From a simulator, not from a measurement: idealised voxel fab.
Process module under the name voxel gate over fins
Shown is cross-section cut, with a width of 240 nm and square cells of size 5 nm.
Think of the cross-section as a grid of square cells. We describe it in bands, top to bottom, and each band covers one or more rows of those cells.
What a band's entry tells you: where the top is and where the bottom is, as heights in nm, and after that what lies inside, material by material from left to right, each with its width in nm. Empty space is written as the word "air", and a single material marked with the word "throughout" occupies the band from edge to edge.
Counting heights begins at 0, where everything beneath is, in the wafer as received, one material. The lowest band has no bottom; it goes on downwards, as "z 0 and below" shows.
The two numbers in a width such as "30 to 40" mark its ends across the band: the first belongs to the top row of cells, the second to the bottom row, and from each row to the next the width moves by the same amount.
Reading "no change occurred" for a step: not a cell of the cross-section changed in it.
Enclosed voids (no open way to top), threshold 8 cells or more, entry "Fully enclosed voids", notation width x height at distance, distance from left edge, nm.
Text after the settings on a step's line: the simulator's own remark on that step.
Among the settings permitted on a step's line is "overlay nm"; applied to a step with a mask, it specifies the extent to which the mask lay to the right of its planned position, whereas a negative figure signifies a position to the left.

# The following list gives the planned process steps
1) RECEIVE,material Si
2) CONFORMAL_DEP,material SiN,thk nm 10
3) MASKED_ETCH,tone cover,mask id FINS,width nm 15,pitch nm 60,etch materials SiN,depth nm 10,overlay nm 0
4) MASKED_ETCH,tone cover,mask id FINS,width nm 15,pitch nm 60,etch materials Si,depth nm 40,overlay nm 0
5) FILL_DEP,material SiO2,thk nm 15
6) CMP,height nm 10
7) PATTERN,tone open,mask id RAIL,material resist,width nm 15,thk nm 15,overlay nm 0
8) DIRECTIONAL_ETCH,etch materials SiO2,depth nm 45
9) STRIP,etch materials resist
10) CONFORMAL_DEP,material TiN,thk nm 5
11) FILL_DEP,material W,thk nm 5
12) CMP,height nm 10
13) SELECTIVE_ETCH,etch materials W Ru TiN,depth nm 30
14) FILL_DEP,material SiO2,thk nm 5
15) CMP,height nm 10
16) SELECTIVE_ETCH,etch materials SiO2,depth nm 25
17) STRIP,etch materials SiN
18) CONFORMAL_DEP,material HfO2,thk nm 5
19) CONFORMAL_DEP,material TiN,thk nm 5
20) FILL_DEP,material W,thk nm 10
21) CMP,height nm 15
22) CONFORMAL_DEP,material SiN,thk nm 10

# Cross-section of the wafer at receipt, which is the condition after step 1
z 0 and below  Si throughout
Fully enclosed voids: none

# End-of-module cross-section. Starting structure and process plan as above; one mistake made in running it
z 25 to 15  SiN throughout
z 15 to 10  W throughout
z 10 to 5  70 of W  35 of TiN  25 of W  35 of TiN  75 of W
z 5 to 0  70 of W  5 of TiN  25 of HfO2  5 of TiN  25 of W  5 of TiN  25 of HfO2  5 of TiN  75 of W
z 0 to -5  70 of W  5 of TiN  5 of HfO2  15 of Si  5 of HfO2  5 of TiN  25 of W  5 of TiN  5 of HfO2  15 of Si  5 of HfO2  5 of TiN  75 of W
z -5 to -10  75 of TiN  5 of HfO2  15 of Si  5 of HfO2  35 of TiN  5 of HfO2  15 of Si  5 of HfO2  80 of TiN
z -10 to -15  80 of HfO2  15 of Si  45 of HfO2  15 of Si  85 of HfO2
z -15 to -20  80 of SiO2  15 of Si  45 of SiO2  15 of Si  85 of SiO2
z -20 to -30  80 of SiO2  15 of Si  15 of SiO2  5 of TiN  5 of W  5 of TiN  15 of SiO2  15 of Si  85 of SiO2
z -30 to -35  80 of SiO2  15 of Si  15 of SiO2  15 of TiN  15 of SiO2  15 of Si  85 of SiO2
z -35 and below  Si throughout
Fully enclosed voids: none
Short version of what went wrong: step 4 ran differently from the plan; actual operation with settings: MASKED_ETCH,tone cover,mask id FINS,width nm 15,pitch nm 60,etch materials Si,depth nm 35,overlay nm 0
